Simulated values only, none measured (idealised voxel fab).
process module | voxel released beams
cross-section cut | 260 nm wide | cells 5 nm
A cross-section is a grid of square cells, given in bands from the top down. A band is one or more rows of cells.
Each band's line starts with the height of the band's top and of its bottom, in nm. Then come its materials from left to right, each with its width in nm. One material with "throughout" fills the band from edge to edge. "air" is empty space.
Height 0 is the level under which the wafer as received is all one material. The lowest band goes on downwards, as in "0 down".
A width such as "30 to 40" changes by the same amount from each row of cells to the next, from the band's top row to its bottom row.
"no change" after a step means that no cell of the cross-section changed.
closed voids: empty space of 8 cells or more with no open way to the top, each as width x height at its distance from the left edge, in nm
after a step's settings: what the simulator itself notes on the step
overlay nm, on a step with a mask: how far to the right of its planned place the mask lay; to the left if negative
plan
1 op RECEIVE | material Si
2 op CONFORMAL_DEP | material SiN | thk nm 5
3 op DIRECTIONAL_DEP | material SiO2 | thk nm 20
4 op DIRECTIONAL_DEP | material aC | thk nm 15
5 op PATTERN | tone open | mask id ANCHOR | material resist | width nm 25 | thk nm 30 | overlay nm 0
6 op DIRECTIONAL_ETCH | etch materials aC | depth nm 15
7 op STRIP | etch materials resist
8 op DIRECTIONAL_ETCH | etch materials SiO2 | depth nm 20
9 op STRIP | etch materials aC
10 op CONFORMAL_DEP | material W | thk nm 10
11 op PATTERN | tone cover | mask id BEAM | material resist | width nm 80 | thk nm 15 | overlay nm 0
12 op DIRECTIONAL_ETCH | etch materials W | depth nm 10
13 op STRIP | etch materials resist
14 op STRIP | etch materials SiO2
first wafer, as planned
as received, after step 1
  0 down: Si throughout
  closed voids: none
after step 2
  5 to 0: SiN throughout
  below 0: unchanged
after step 3
  25 to 5: SiO2 throughout
  below 5: unchanged
after step 4
  40 to 25: aC throughout
  below 25: unchanged
after step 5
  70 to 40: resist 90 | air 25 | resist 145
  below 40: unchanged
after step 6
  55 to 40: resist 90 | air 25 | resist 145
  40 to 25: aC 90 | air 25 | aC 145
  below 25: unchanged
after step 7
  40 to 25: aC 90 | air 25 | aC 145
  below 25: unchanged
after step 8
  40 to 25: aC 90 | air 25 | aC 145
  25 to 5: SiO2 90 | air 25 | SiO2 145
  below 5: unchanged
after step 9
  25 to 5: SiO2 90 | air 25 | SiO2 145
  below 5: unchanged
after step 10
  35 to 25: W 100 | air 5 | W 155
  25 to 15: SiO2 90 | W 10 | air 5 | W 10 | SiO2 145
  15 to 5: SiO2 90 | W 25 | SiO2 145
  below 5: unchanged
after step 11
  50 to 35: air 85 | resist 80 | air 95
  35 to 25: W 100 | resist 5 | W 155
  25 to 15: SiO2 90 | W 10 | resist 5 | W 10 | SiO2 145
  below 15: unchanged
after step 12
  50 to 35: air 85 | resist 80 | air 95
  35 to 25: air 85 | W 15 | resist 5 | W 60 | air 95
  below 25: unchanged
after step 13
  35 to 25: air 85 | W 15 | air 5 | W 60 | air 95
  25 to 15: SiO2 90 | W 10 | air 5 | W 10 | SiO2 145
  below 15: unchanged
after step 14
  35 to 25: air 85 | W 15 | air 5 | W 60 | air 95
  25 to 15: air 90 | W 10 | air 5 | W 10 | air 145
  15 to 5: air 90 | W 25 | air 145
  below 5: unchanged
second wafer: like start, like plan, one mistake. Through step 4 it matches the first wafer
when step 5 should have ended
  70 to 40: air 90 | resist 25 | air 145
  below 40: unchanged
when step 6 should have ended
  55 to 40: air 90 | resist 25 | air 145
  40 to 25: air 90 | aC 25 | air 145
  below 25: unchanged
when step 7 should have ended
  40 to 25: air 90 | aC 25 | air 145
  below 25: unchanged
when step 8 should have ended
  40 to 25: air 90 | aC 25 | air 145
  25 to 5: air 90 | SiO2 25 | air 145
  below 5: unchanged
when step 9 should have ended
  25 to 5: air 90 | SiO2 25 | air 145
  below 5: unchanged
when step 10 should have ended
  35 to 25: air 80 | W 45 | air 135
  25 to 15: air 80 | W 10 | SiO2 25 | W 10 | air 135
  15 to 5: W 90 | SiO2 25 | W 145
  below 5: unchanged
when step 11 should have ended
  50 to 35: air 85 | resist 80 | air 95
  35 to 25: air 80 | W 45 | resist 40 | air 95
  25 to 15: air 80 | W 10 | SiO2 25 | W 10 | resist 40 | air 95
  below 15: unchanged
when step 12 should have ended
  50 to 35: air 85 | resist 80 | air 95
  35 to 25: air 85 | W 40 | resist 40 | air 95
  25 to 15: air 80 | W 10 | SiO2 25 | W 10 | resist 40 | air 95
  15 to 5: air 80 | W 10 | SiO2 25 | W 50 | air 95
  below 5: unchanged
when step 13 should have ended
  35 to 25: air 85 | W 40 | air 135
  25 to 15: air 80 | W 10 | SiO2 25 | W 10 | air 135
  below 15: unchanged
when step 14 should have ended: no change
what went wrong: step 5 ran as: op PATTERN | tone cover | mask id ANCHOR | material resist | width nm 25 | thk nm 30 | overlay nm 0
at the end the second wafer has, in cells: 20 more of SiO2
